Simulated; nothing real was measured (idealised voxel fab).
process module | voxel trench capacitor
cross-section cut | 140 nm wide | cells 5 nm
A cross-section is a grid of square cells, given in bands from the top down. A band is one or more rows of cells.
Each band's line starts with the height of the band's top and of its bottom, in nm. Then come its materials from left to right, each with its width in nm. One material with "throughout" fills the band from edge to edge. "air" is empty space.
Height 0 is the level under which the wafer as received is all one material. The lowest band goes on downwards, as in "0 down".
A width such as "30 to 40" changes by the same amount from each row of cells to the next, from the band's top row to its bottom row.
"no change" after a step means that no cell of the cross-section changed.
closed voids: empty space of 8 cells or more with no open way to the top, each as width x height at its distance from the left edge, in nm
after a step's settings: what the simulator itself notes on the step
overlay nm, on a step with a mask: how far to the right of its planned place the mask lay; to the left if negative
Each pair below shows a cross-section before one step and the cross-section after it, down to the lowest band that changed. The line under each pair gives the step between them, with its settings. The pairs can come from different runs of this module on the same starting wafer, so a pair continues from the pair above only where its "before" says so.
before
  0 down: Si throughout
  closed voids: none
after
  10 to 0: SiN throughout
  below 0: unchanged
  closed voids: none
the step between: op CONFORMAL_DEP | material SiN | thk nm 10
before: the cross-section after the pair above
after
  10 to 0: SiN 40 | air 20 | SiN 15 | air 20 | SiN 45
  below 0: unchanged
  closed voids: none
the step between: op MASKED_ETCH | tone open | mask id TRENCH | width nm 20 | pitch nm 35 | etch materials SiN | depth nm 10 | overlay nm 0
before: the cross-section after the pair above
after
  10 to 0: SiN 40 | air 20 | SiN 15 | air 20 | SiN 45
  0 to -35: Si 40 | air 20 | Si 15 | air 20 | Si 45
  below -35: unchanged
  closed voids: none
the step between: op MASKED_ETCH | tone open | mask id TRENCH | width nm 20 | pitch nm 35 | etch materials Si | depth nm 35 | overlay nm 0
before: the cross-section after the pair above
after
  15 to 10: Al2O3 45 | air 10 | Al2O3 25 | air 10 | Al2O3 50
  10 to 0: SiN 40 | Al2O3 5 | air 10 | Al2O3 5 | SiN 15 | Al2O3 5 | air 10 | Al2O3 5 | SiN 45
  0 to -30: Si 40 | Al2O3 5 | air 10 | Al2O3 5 | Si 15 | Al2O3 5 | air 10 | Al2O3 5 | Si 45
  -30 to -35: Si 40 | Al2O3 20 | Si 15 | Al2O3 20 | Si 45
  below -35: unchanged
  closed voids: none
the step between: op CONFORMAL_DEP | material Al2O3 | thk nm 5
before: the cross-section after the pair above
after
  20 to 15: polySi throughout
  15 to 10: Al2O3 45 | polySi 10 | Al2O3 25 | polySi 10 | Al2O3 50
  10 to 0: SiN 40 | Al2O3 5 | polySi 10 | Al2O3 5 | SiN 15 | Al2O3 5 | polySi 10 | Al2O3 5 | SiN 45
  0 to -30: Si 40 | Al2O3 5 | polySi 10 | Al2O3 5 | Si 15 | Al2O3 5 | polySi 10 | Al2O3 5 | Si 45
  below -30: unchanged
  closed voids: none
the step between: op FILL_DEP | material polySi | thk nm 5
before: the cross-section after the pair above
after
  10 to 0: SiN 40 | Al2O3 5 | polySi 10 | Al2O3 5 | SiN 15 | Al2O3 5 | polySi 10 | Al2O3 5 | SiN 45
  below 0: unchanged
  closed voids: none
the step between: op CMP | height nm 10
before
  0 down: Si throughout
  closed voids: none
after
  0 to -35: Si 40 | air 20 | Si 15 | air 20 | Si 45
  below -35: unchanged
  closed voids: none
the step between: op MASKED_ETCH | tone open | mask id TRENCH | width nm 20 | pitch nm 35 | etch materials Si | depth nm 35 | overlay nm 0
before: the cross-section after the pair above
after
  5 to 0: Al2O3 45 | air 10 | Al2O3 25 | air 10 | Al2O3 50
  0 to -30: Si 40 | Al2O3 5 | air 10 | Al2O3 5 | Si 15 | Al2O3 5 | air 10 | Al2O3 5 | Si 45
  -30 to -35: Si 40 | Al2O3 20 | Si 15 | Al2O3 20 | Si 45
  below -35: unchanged
  closed voids: none
the step between: op CONFORMAL_DEP | material Al2O3 | thk nm 5
before: the cross-section after the pair above
after
  10 to 5: polySi throughout
  5 to 0: Al2O3 45 | polySi 10 | Al2O3 25 | polySi 10 | Al2O3 50
  0 to -30: Si 40 | Al2O3 5 | polySi 10 | Al2O3 5 | Si 15 | Al2O3 5 | polySi 10 | Al2O3 5 | Si 45
  below -30: unchanged
  closed voids: none
the step between: op FILL_DEP | material polySi | thk nm 5
before
  10 to 0: SiN 40 | air 20 | SiN 15 | air 20 | SiN 45
  0 to -35: Si 40 | air 20 | Si 15 | air 20 | Si 45
  -35 down: Si throughout
  closed voids: none
after
  10 to 0: SiN 40 | air 20 | SiN 15 | air 20 | SiN 45
  0 to -70: Si 40 | air 20 | Si 15 | air 20 | Si 45
  below -70: unchanged
  closed voids: none
the step between: op MASKED_ETCH | tone open | mask id TRENCH | width nm 20 | pitch nm 35 | etch materials Si | depth nm 35 | overlay nm 0
before: the cross-section after the pair above
after
  15 to 10: Al2O3 45 | air 10 | Al2O3 25 | air 10 | Al2O3 50
  10 to 0: SiN 40 | Al2O3 5 | air 10 | Al2O3 5 | SiN 15 | Al2O3 5 | air 10 | Al2O3 5 | SiN 45
  0 to -65: Si 40 | Al2O3 5 | air 10 | Al2O3 5 | Si 15 | Al2O3 5 | air 10 | Al2O3 5 | Si 45
  -65 to -70: Si 40 | Al2O3 20 | Si 15 | Al2O3 20 | Si 45
  below -70: unchanged
  closed voids: none
the step between: op CONFORMAL_DEP | material Al2O3 | thk nm 5
before: the cross-section after the pair above
after
  20 to 15: polySi throughout
  15 to 10: Al2O3 45 | polySi 10 | Al2O3 25 | polySi 10 | Al2O3 50
  10 to 0: SiN 40 | Al2O3 5 | polySi 10 | Al2O3 5 | SiN 15 | Al2O3 5 | polySi 10 | Al2O3 5 | SiN 45
  0 to -65: Si 40 | Al2O3 5 | polySi 10 | Al2O3 5 | Si 15 | Al2O3 5 | polySi 10 | Al2O3 5 | Si 45
  below -65: unchanged
  closed voids: none
the step between: op FILL_DEP | material polySi | thk nm 5
before: the cross-section after the pair above
after
  10 to 0: SiN 40 | Al2O3 5 | polySi 10 | Al2O3 5 | SiN 15 | Al2O3 5 | polySi 10 | Al2O3 5 | SiN 45
  below 0: unchanged
  closed voids: none
the step between: op CMP | height nm 10
before
  20 to 15: polySi throughout
  15 to 10: Al2O3 45 | polySi 10 | Al2O3 25 | polySi 10 | Al2O3 50
  10 to 0: SiN 40 | Al2O3 5 | polySi 10 | Al2O3 5 | SiN 15 | Al2O3 5 | polySi 10 | Al2O3 5 | SiN 45
  0 to -30: Si 40 | Al2O3 5 | polySi 10 | Al2O3 5 | Si 15 | Al2O3 5 | polySi 10 | Al2O3 5 | Si 45
  -30 to -35: Si 40 | Al2O3 20 | Si 15 | Al2O3 20 | Si 45
  -35 down: Si throughout
  closed voids: none
after
  0 to -30: Si 40 | Al2O3 5 | polySi 10 | Al2O3 5 | Si 15 | Al2O3 5 | polySi 10 | Al2O3 5 | Si 45
  below -30: unchanged
  closed voids: none
the step between: op CMP | height nm 0
before
  10 to 0: SiN throughout
  0 down: Si throughout
  closed voids: none
after
  10 to 0: SiN 45 | air 15 | SiN 20 | air 15 | SiN 45
  below 0: unchanged
  closed voids: none
the step between: op MASKED_ETCH | tone open | mask id TRENCH | width nm 15 | pitch nm 35 | etch materials SiN | depth nm 10 | overlay nm 0
before: the cross-section after the pair above
after
  10 to 0: SiN 45 | air 15 | SiN 20 | air 15 | SiN 45
  0 to -35: Si 45 | air 15 | Si 20 | air 15 | Si 45
  below -35: unchanged
  closed voids: none
the step between: op MASKED_ETCH | tone open | mask id TRENCH | width nm 20 | pitch nm 35 | etch materials Si | depth nm 35 | overlay nm 0
before: the cross-section after the pair above
after
  15 to 10: Al2O3 50 | air 5 | Al2O3 30 | air 5 | Al2O3 50
  10 to 0: SiN 45 | Al2O3 5 | air 5 | Al2O3 5 | SiN 20 | Al2O3 5 | air 5 | Al2O3 5 | SiN 45
  0 to -30: Si 45 | Al2O3 5 | air 5 | Al2O3 5 | Si 20 | Al2O3 5 | air 5 | Al2O3 5 | Si 45
  -30 to -35: Si 45 | Al2O3 15 | Si 20 | Al2O3 15 | Si 45
  below -35: unchanged
  closed voids: none
the step between: op CONFORMAL_DEP | material Al2O3 | thk nm 5
before: the cross-section after the pair above
after
  20 to 15: polySi throughout
  15 to 10: Al2O3 50 | polySi 5 | Al2O3 30 | polySi 5 | Al2O3 50
  10 to 0: SiN 45 | Al2O3 5 | polySi 5 | Al2O3 5 | SiN 20 | Al2O3 5 | polySi 5 | Al2O3 5 | SiN 45
  0 to -30: Si 45 | Al2O3 5 | polySi 5 | Al2O3 5 | Si 20 | Al2O3 5 | polySi 5 | Al2O3 5 | Si 45
  below -30: unchanged
  closed voids: none
the step between: op FILL_DEP | material polySi | thk nm 5
before: the cross-section after the pair above
after
  10 to 0: SiN 45 | Al2O3 5 | polySi 5 | Al2O3 5 | SiN 20 | Al2O3 5 | polySi 5 | Al2O3 5 | SiN 45
  below 0: unchanged
  closed voids: none
the step between: op CMP | height nm 10
before
  10 to 0: SiN 40 | air 20 | SiN 15 | air 20 | SiN 45
  0 down: Si throughout
  closed voids: none
after
  10 to 0: SiN 40 | air 20 | SiN 15 | air 20 | SiN 45
  0 to -35: Si 50 | air 10 | Si 25 | air 10 | Si 45
  below -35: unchanged
  closed voids: none
the step between: op MASKED_ETCH | tone open | mask id TRENCH | width nm 20 | pitch nm 35 | etch materials Si | depth nm 35 | overlay nm 10
before: the cross-section after the pair above
after
  15 to 10: Al2O3 45 | air 10 | Al2O3 25 | air 10 | Al2O3 50
  10 to 5: SiN 40 | Al2O3 5 | air 10 | Al2O3 5 | SiN 15 | Al2O3 5 | air 10 | Al2O3 5 | SiN 45
  5 to 0: SiN 40 | Al2O3 20 | SiN 15 | Al2O3 20 | SiN 45
  0 to -35: Si 50 | Al2O3 10 | Si 25 | Al2O3 10 | Si 45
  below -35: unchanged
  closed voids: none
the step between: op CONFORMAL_DEP | material Al2O3 | thk nm 5
before: the cross-section after the pair above
after
  20 to 15: polySi throughout
  15 to 10: Al2O3 45 | polySi 10 | Al2O3 25 | polySi 10 | Al2O3 50
  10 to 5: SiN 40 | Al2O3 5 | polySi 10 | Al2O3 5 | SiN 15 | Al2O3 5 | polySi 10 | Al2O3 5 | SiN 45
  below 5: unchanged
  closed voids: none
the step between: op FILL_DEP | material polySi | thk nm 5
before: the cross-section after the pair above
after
  10 to 5: SiN 40 | Al2O3 5 | polySi 10 | Al2O3 5 | SiN 15 | Al2O3 5 | polySi 10 | Al2O3 5 | SiN 45
  below 5: unchanged
  closed voids: none
the step between: op CMP | height nm 10
before
  0 down: Si throughout
  closed voids: none
after
  10 to 0: polySi throughout
  below 0: unchanged
  closed voids: none
the step between: op CONFORMAL_DEP | material polySi | thk nm 10
before: the cross-section after the pair above
after
  10 to 0: polySi 40 | air 20 | polySi 15 | air 20 | polySi 45
  0 to -25: Si 40 | air 20 | Si 15 | air 20 | Si 45
  below -25: unchanged
  closed voids: none
the step between: op MASKED_ETCH | tone open | mask id TRENCH | width nm 20 | pitch nm 35 | etch materials Si | depth nm 35 | overlay nm 0
before: the cross-section after the pair above
after
  15 to 10: Al2O3 45 | air 10 | Al2O3 25 | air 10 | Al2O3 50
  10 to 0: polySi 40 | Al2O3 5 | air 10 | Al2O3 5 | polySi 15 | Al2O3 5 | air 10 | Al2O3 5 | polySi 45
  0 to -20: Si 40 | Al2O3 5 | air 10 | Al2O3 5 | Si 15 | Al2O3 5 | air 10 | Al2O3 5 | Si 45
  -20 to -25: Si 40 | Al2O3 20 | Si 15 | Al2O3 20 | Si 45
  below -25: unchanged
  closed voids: none
the step between: op CONFORMAL_DEP | material Al2O3 | thk nm 5
before: the cross-section after the pair above
after
  20 to 15: polySi throughout
  15 to 10: Al2O3 45 | polySi 10 | Al2O3 25 | polySi 10 | Al2O3 50
  10 to 0: polySi 40 | Al2O3 5 | polySi 10 | Al2O3 5 | polySi 15 | Al2O3 5 | polySi 10 | Al2O3 5 | polySi 45
  0 to -20: Si 40 | Al2O3 5 | polySi 10 | Al2O3 5 | Si 15 | Al2O3 5 | polySi 10 | Al2O3 5 | Si 45
  below -20: unchanged
  closed voids: none
the step between: op FILL_DEP | material polySi | thk nm 5
before: the cross-section after the pair above
after
  10 to 0: polySi 40 | Al2O3 5 | polySi 10 | Al2O3 5 | polySi 15 | Al2O3 5 | polySi 10 | Al2O3 5 | polySi 45
  below 0: unchanged
  closed voids: none
the step between: op CMP | height nm 10
before
  10 to 0: SiN throughout
  0 down: Si throughout
  closed voids: none
after
  10 to 0: air 40 | SiN 20 | air 15 | SiN 20 | air 45
  below 0: unchanged
  closed voids: none
the step between: op MASKED_ETCH | tone cover | mask id TRENCH | width nm 20 | pitch nm 35 | etch materials SiN | depth nm 10 | overlay nm 0
before: the cross-section after the pair above
after
  15 to 10: air 35 | Al2O3 30 | air 5 | Al2O3 30 | air 40
  10 to 5: air 35 | Al2O3 5 | SiN 20 | Al2O3 5 | air 5 | Al2O3 5 | SiN 20 | Al2O3 5 | air 40
  5 to 0: Al2O3 40 | SiN 20 | Al2O3 15 | SiN 20 | Al2O3 45
  below 0: unchanged
  closed voids: none
the step between: op CONFORMAL_DEP | material Al2O3 | thk nm 5
before: the cross-section after the pair above
after
  20 to 15: polySi throughout
  15 to 10: polySi 35 | Al2O3 30 | polySi 5 | Al2O3 30 | polySi 40
  10 to 5: polySi 35 | Al2O3 5 | SiN 20 | Al2O3 5 | polySi 5 | Al2O3 5 | SiN 20 | Al2O3 5 | polySi 40
  below 5: unchanged
  closed voids: none
the step between: op FILL_DEP | material polySi | thk nm 5
before: the cross-section after the pair above
after
  10 to 5: polySi 35 | Al2O3 5 | SiN 20 | Al2O3 5 | polySi 5 | Al2O3 5 | SiN 20 | Al2O3 5 | polySi 40
  below 5: unchanged
  closed voids: none
the step between: op CMP | height nm 10
